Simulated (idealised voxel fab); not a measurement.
The process module presented herein is designated voxel gate over fins.
Displayed cross-section: cut, width of 195 nm, square cells sized 5 nm.
We lay out every cross-section as a grid of square cells and spell it out in bands from the top down, where one band means one or more rows of cells. Per band: top height and bottom height in nm, followed by the left-to-right materials and their widths in nm; "throughout" marks a single material spanning edge to edge, "empty" marks empty space. Heads up on the height convention: 0 is the point under which the incoming wafer is all one material, and the lowest band has no bottom, it just keeps going down, like "0 nm and below". A width given as "30..40" starts at the first number in the band's top row and ends at the second number in its bottom row, shifting by an equal amount at every step from row to row. "no change occurred" -> step changed no cross-section cell. "Closed void catalog" - sealed voids, min. 8 cells, no opening to top; format: width x height at distance (distance from left edge; nm throughout). It should be noted that, on the line of a given step, the content following the step's settings is a remark produced by the simulator itself with respect to that step. "overlay nm" denotes, for a step that has a mask, the displacement of the mask to the right of its planned place, with negative values corresponding to the left.

### Listed below are the process steps as planned
1) RECEIVE,material Si
2) CONFORMAL_DEP,material SiN,thk nm 5
3) MASKED_ETCH,tone cover,mask id FINS,width nm 15,pitch nm 55,etch materials SiN,depth nm 5,overlay nm 0
4) MASKED_ETCH,tone cover,mask id FINS,width nm 15,pitch nm 55,etch materials Si,depth nm 35,overlay nm 0
5) FILL_DEP,material SiO2,thk nm 15
6) CMP,height nm 5
7) DIRECTIONAL_DEP,material aC,thk nm 15
8) PATTERN,tone open,mask id RAIL,material resist,width nm 15,thk nm 30,overlay nm 0
9) DIRECTIONAL_ETCH,etch materials aC,depth nm 15
10) STRIP,etch materials resist
11) DIRECTIONAL_ETCH,etch materials SiO2,depth nm 35
12) STRIP,etch materials aC
13) CONFORMAL_DEP,material TiN,thk nm 5
14) FILL_DEP,material W,thk nm 5
15) CMP,height nm 5
16) SELECTIVE_ETCH,etch materials W Ru TiN,depth nm 20
17) FILL_DEP,material SiO2,thk nm 5
18) CMP,height nm 5
19) SELECTIVE_ETCH,etch materials SiO2,depth nm 15
20) STRIP,etch materials SiN
21) CONFORMAL_DEP,material HfO2,thk nm 5
22) CONFORMAL_DEP,material TiN,thk nm 5
23) FILL_DEP,material W,thk nm 15
24) CMP,height nm 20
25) CONFORMAL_DEP,material SiCN,thk nm 5

### First of two wafers: run as planned

### Cross-section of the wafer as it came to us, i.e., already through step 1
0 nm and below: Si throughout
Closed void catalog: none

### Cross-section of the wafer subsequent to step 2
5 nm to 0 nm: SiN throughout
Under 0: no change, same as before.

### Cross-section of the wafer subsequent to step 3
5 nm to 0 nm: 35 nm empty, then 15 nm SiN, then 40 nm empty, then 15 nm SiN, then 40 nm empty, then 15 nm SiN, then 35 nm empty
Under 0: no change, same as before.

### Cross-section of the wafer subsequent to step 4
5 nm to 0 nm: 35 nm empty, then 15 nm SiN, then 40 nm empty, then 15 nm SiN, then 40 nm empty, then 15 nm SiN, then 35 nm empty
0 nm to -35 nm: 35 nm empty, then 15 nm Si, then 40 nm empty, then 15 nm Si, then 40 nm empty, then 15 nm Si, then 35 nm empty
Under -35: no change, same as before.

### Cross-section of the wafer subsequent to step 5
20 nm to 5 nm: SiO2 throughout
5 nm to 0 nm: 35 nm SiO2, then 15 nm SiN, then 40 nm SiO2, then 15 nm SiN, then 40 nm SiO2, then 15 nm SiN, then 35 nm SiO2
0 nm to -35 nm: 35 nm SiO2, then 15 nm Si, then 40 nm SiO2, then 15 nm Si, then 40 nm SiO2, then 15 nm Si, then 35 nm SiO2
Under -35: no change, same as before.

### Cross-section of the wafer subsequent to step 6
5 nm to 0 nm: 35 nm SiO2, then 15 nm SiN, then 40 nm SiO2, then 15 nm SiN, then 40 nm SiO2, then 15 nm SiN, then 35 nm SiO2
Under 0: no change, same as before.

### Cross-section of the wafer subsequent to step 7
20 nm to 5 nm: aC throughout
Under 5: no change, same as before.

### Cross-section of the wafer subsequent to step 8
50 nm to 20 nm: 60 nm resist, then 15 nm empty, then 120 nm resist
Under 20: no change, same as before.

### Cross-section of the wafer subsequent to step 9
35 nm to 20 nm: 60 nm resist, then 15 nm empty, then 120 nm resist
20 nm to 5 nm: 60 nm aC, then 15 nm empty, then 120 nm aC
Under 5: no change, same as before.

### Cross-section of the wafer subsequent to step 10
20 nm to 5 nm: 60 nm aC, then 15 nm empty, then 120 nm aC
Under 5: no change, same as before.

### Cross-section of the wafer subsequent to step 11
20 nm to 5 nm: 60 nm aC, then 15 nm empty, then 120 nm aC
5 nm to 0 nm: 35 nm SiO2, then 15 nm SiN, then 10 nm SiO2, then 15 nm empty, then 15 nm SiO2, then 15 nm SiN, then 40 nm SiO2, then 15 nm SiN, then 35 nm SiO2
0 nm to -30 nm: 35 nm SiO2, then 15 nm Si, then 10 nm SiO2, then 15 nm empty, then 15 nm SiO2, then 15 nm Si, then 40 nm SiO2, then 15 nm Si, then 35 nm SiO2
Under -30: no change, same as before.

### Cross-section of the wafer subsequent to step 12
5 nm to 0 nm: 35 nm SiO2, then 15 nm SiN, then 10 nm SiO2, then 15 nm empty, then 15 nm SiO2, then 15 nm SiN, then 40 nm SiO2, then 15 nm SiN, then 35 nm SiO2
Under 0: no change, same as before.

### Cross-section of the wafer subsequent to step 13
10 nm to 5 nm: 65 nm TiN, then 5 nm empty, then 125 nm TiN
5 nm to 0 nm: 35 nm SiO2, then 15 nm SiN, then 10 nm SiO2, then 5 nm TiN, then 5 nm empty, then 5 nm TiN, then 15 nm SiO2, then 15 nm SiN, then 40 nm SiO2, then 15 nm SiN, then 35 nm SiO2
0 nm to -25 nm: 35 nm SiO2, then 15 nm Si, then 10 nm SiO2, then 5 nm TiN, then 5 nm empty, then 5 nm TiN, then 15 nm SiO2, then 15 nm Si, then 40 nm SiO2, then 15 nm Si, then 35 nm SiO2
-25 nm to -30 nm: 35 nm SiO2, then 15 nm Si, then 10 nm SiO2, then 15 nm TiN, then 15 nm SiO2, then 15 nm Si, then 40 nm SiO2, then 15 nm Si, then 35 nm SiO2
Under -30: no change, same as before.

### Cross-section of the wafer subsequent to step 14
15 nm to 10 nm: W throughout
10 nm to 5 nm: 65 nm TiN, then 5 nm W, then 125 nm TiN
5 nm to 0 nm: 35 nm SiO2, then 15 nm SiN, then 10 nm SiO2, then 5 nm TiN, then 5 nm W, then 5 nm TiN, then 15 nm SiO2, then 15 nm SiN, then 40 nm SiO2, then 15 nm SiN, then 35 nm SiO2
0 nm to -25 nm: 35 nm SiO2, then 15 nm Si, then 10 nm SiO2, then 5 nm TiN, then 5 nm W, then 5 nm TiN, then 15 nm SiO2, then 15 nm Si, then 40 nm SiO2, then 15 nm Si, then 35 nm SiO2
Under -25: no change, same as before.

### Cross-section of the wafer subsequent to step 15
5 nm to 0 nm: 35 nm SiO2, then 15 nm SiN, then 10 nm SiO2, then 5 nm TiN, then 5 nm W, then 5 nm TiN, then 15 nm SiO2, then 15 nm SiN, then 40 nm SiO2, then 15 nm SiN, then 35 nm SiO2
Under 0: no change, same as before.

### Cross-section of the wafer subsequent to step 16
5 nm to 0 nm: 35 nm SiO2, then 15 nm SiN, then 10 nm SiO2, then 15 nm empty, then 15 nm SiO2, then 15 nm SiN, then 40 nm SiO2, then 15 nm SiN, then 35 nm SiO2
0 nm to -15 nm: 35 nm SiO2, then 15 nm Si, then 10 nm SiO2, then 15 nm empty, then 15 nm SiO2, then 15 nm Si, then 40 nm SiO2, then 15 nm Si, then 35 nm SiO2
Under -15: no change, same as before.

### Cross-section of the wafer subsequent to step 17
10 nm to 5 nm: SiO2 throughout
5 nm to 0 nm: 35 nm SiO2, then 15 nm SiN, then 40 nm SiO2, then 15 nm SiN, then 40 nm SiO2, then 15 nm SiN, then 35 nm SiO2
0 nm to -15 nm: 35 nm SiO2, then 15 nm Si, then 40 nm SiO2, then 15 nm Si, then 40 nm SiO2, then 15 nm Si, then 35 nm SiO2
Under -15: no change, same as before.

### Cross-section of the wafer subsequent to step 18
5 nm to 0 nm: 35 nm SiO2, then 15 nm SiN, then 40 nm SiO2, then 15 nm SiN, then 40 nm SiO2, then 15 nm SiN, then 35 nm SiO2
Under 0: no change, same as before.

### Cross-section of the wafer subsequent to step 19
5 nm to 0 nm: 35 nm empty, then 15 nm SiN, then 40 nm empty, then 15 nm SiN, then 40 nm empty, then 15 nm SiN, then 35 nm empty
0 nm to -10 nm: 35 nm empty, then 15 nm Si, then 40 nm empty, then 15 nm Si, then 40 nm empty, then 15 nm Si, then 35 nm empty
Under -10: no change, same as before.

### Cross-section of the wafer subsequent to step 20
0 nm to -10 nm: 35 nm empty, then 15 nm Si, then 40 nm empty, then 15 nm Si, then 40 nm empty, then 15 nm Si, then 35 nm empty
Under -10: no change, same as before.

### Cross-section of the wafer subsequent to step 21
5 nm to 0 nm: 30 nm empty, then 25 nm HfO2, then 30 nm empty, then 25 nm HfO2, then 30 nm empty, then 25 nm HfO2, then 30 nm empty
0 nm to -5 nm: 30 nm empty, then 5 nm HfO2, then 15 nm Si, then 5 nm HfO2, then 30 nm empty, then 5 nm HfO2, then 15 nm Si, then 5 nm HfO2, then 30 nm empty, then 5 nm HfO2, then 15 nm Si, then 5 nm HfO2, then 30 nm empty
-5 nm to -10 nm: 35 nm HfO2, then 15 nm Si, then 40 nm HfO2, then 15 nm Si, then 40 nm HfO2, then 15 nm Si, then 35 nm HfO2
Under -10: no change, same as before.

### Cross-section of the wafer subsequent to step 22
10 nm to 5 nm: 25 nm empty, then 35 nm TiN, then 20 nm empty, then 35 nm TiN, then 20 nm empty, then 35 nm TiN, then 25 nm empty
5 nm to 0 nm: 25 nm empty, then 5 nm TiN, then 25 nm HfO2, then 5 nm TiN, then 20 nm empty, then 5 nm TiN, then 25 nm HfO2, then 5 nm TiN, then 20 nm empty, then 5 nm TiN, then 25 nm HfO2, then 5 nm TiN, then 25 nm empty
0 nm to -5 nm: 30 nm TiN, then 5 nm HfO2, then 15 nm Si, then 5 nm HfO2, then 30 nm TiN, then 5 nm HfO2, then 15 nm Si, then 5 nm HfO2, then 30 nm TiN, then 5 nm HfO2, then 15 nm Si, then 5 nm HfO2, then 30 nm TiN
Under -5: no change, same as before.

### Cross-section of the wafer subsequent to step 23
25 nm to 10 nm: W throughout
10 nm to 5 nm: 25 nm W, then 35 nm TiN, then 20 nm W, then 35 nm TiN, then 20 nm W, then 35 nm TiN, then 25 nm W
5 nm to 0 nm: 25 nm W, then 5 nm TiN, then 25 nm HfO2, then 5 nm TiN, then 20 nm W, then 5 nm TiN, then 25 nm HfO2, then 5 nm TiN, then 20 nm W, then 5 nm TiN, then 25 nm HfO2, then 5 nm TiN, then 25 nm W
Under 0: no change, same as before.

### Cross-section of the wafer subsequent to step 24
20 nm to 10 nm: W throughout
Under 10: no change, same as before.

### Cross-section of the wafer subsequent to step 25
25 nm to 20 nm: SiCN throughout
Under 20: no change, same as before.

### Wafer two of the pair: same origin, same plan, one error during the run; identical to wafer one up to and including step 20

### What the second wafer looks like in cross-section when step 21 should have wrapped up
5 nm to 0 nm: 30 nm empty, then 25 nm TiN, then 30 nm empty, then 25 nm TiN, then 30 nm empty, then 25 nm TiN, then 30 nm empty
0 nm to -5 nm: 30 nm empty, then 5 nm TiN, then 15 nm Si, then 5 nm TiN, then 30 nm empty, then 5 nm TiN, then 15 nm Si, then 5 nm TiN, then 30 nm empty, then 5 nm TiN, then 15 nm Si, then 5 nm TiN, then 30 nm empty
-5 nm to -10 nm: 35 nm TiN, then 15 nm Si, then 40 nm TiN, then 15 nm Si, then 40 nm TiN, then 15 nm Si, then 35 nm TiN
Under -10: no change, same as before.

### What the second wafer looks like in cross-section when step 22 should have wrapped up
10 nm to 5 nm: 25 nm empty, then 35 nm HfO2, then 20 nm empty, then 35 nm HfO2, then 20 nm empty, then 35 nm HfO2, then 25 nm empty
5 nm to 0 nm: 25 nm empty, then 5 nm HfO2, then 25 nm TiN, then 5 nm HfO2, then 20 nm empty, then 5 nm HfO2, then 25 nm TiN, then 5 nm HfO2, then 20 nm empty, then 5 nm HfO2, then 25 nm TiN, then 5 nm HfO2, then 25 nm empty
0 nm to -5 nm: 30 nm HfO2, then 5 nm TiN, then 15 nm Si, then 5 nm TiN, then 30 nm HfO2, then 5 nm TiN, then 15 nm Si, then 5 nm TiN, then 30 nm HfO2, then 5 nm TiN, then 15 nm Si, then 5 nm TiN, then 30 nm HfO2
Under -5: no change, same as before.

### What the second wafer looks like in cross-section when step 23 should have wrapped up
25 nm to 10 nm: W throughout
10 nm to 5 nm: 25 nm W, then 35 nm HfO2, then 20 nm W, then 35 nm HfO2, then 20 nm W, then 35 nm HfO2, then 25 nm W
5 nm to 0 nm: 25 nm W, then 5 nm HfO2, then 25 nm TiN, then 5 nm HfO2, then 20 nm W, then 5 nm HfO2, then 25 nm TiN, then 5 nm HfO2, then 20 nm W, then 5 nm HfO2, then 25 nm TiN, then 5 nm HfO2, then 25 nm W
Under 0: no change, same as before.

### What the second wafer looks like in cross-section when step 24 should have wrapped up
20 nm to 10 nm: W throughout
Under 10: no change, same as before.

### What the second wafer looks like in cross-section when step 25 should have wrapped up
25 nm to 20 nm: SiCN throughout
Under 20: no change, same as before.
What was the processing mistake? sequence error: steps 21 and 22 interchanged
Final wafers compared: equal cell tally per material, rearranged layout.
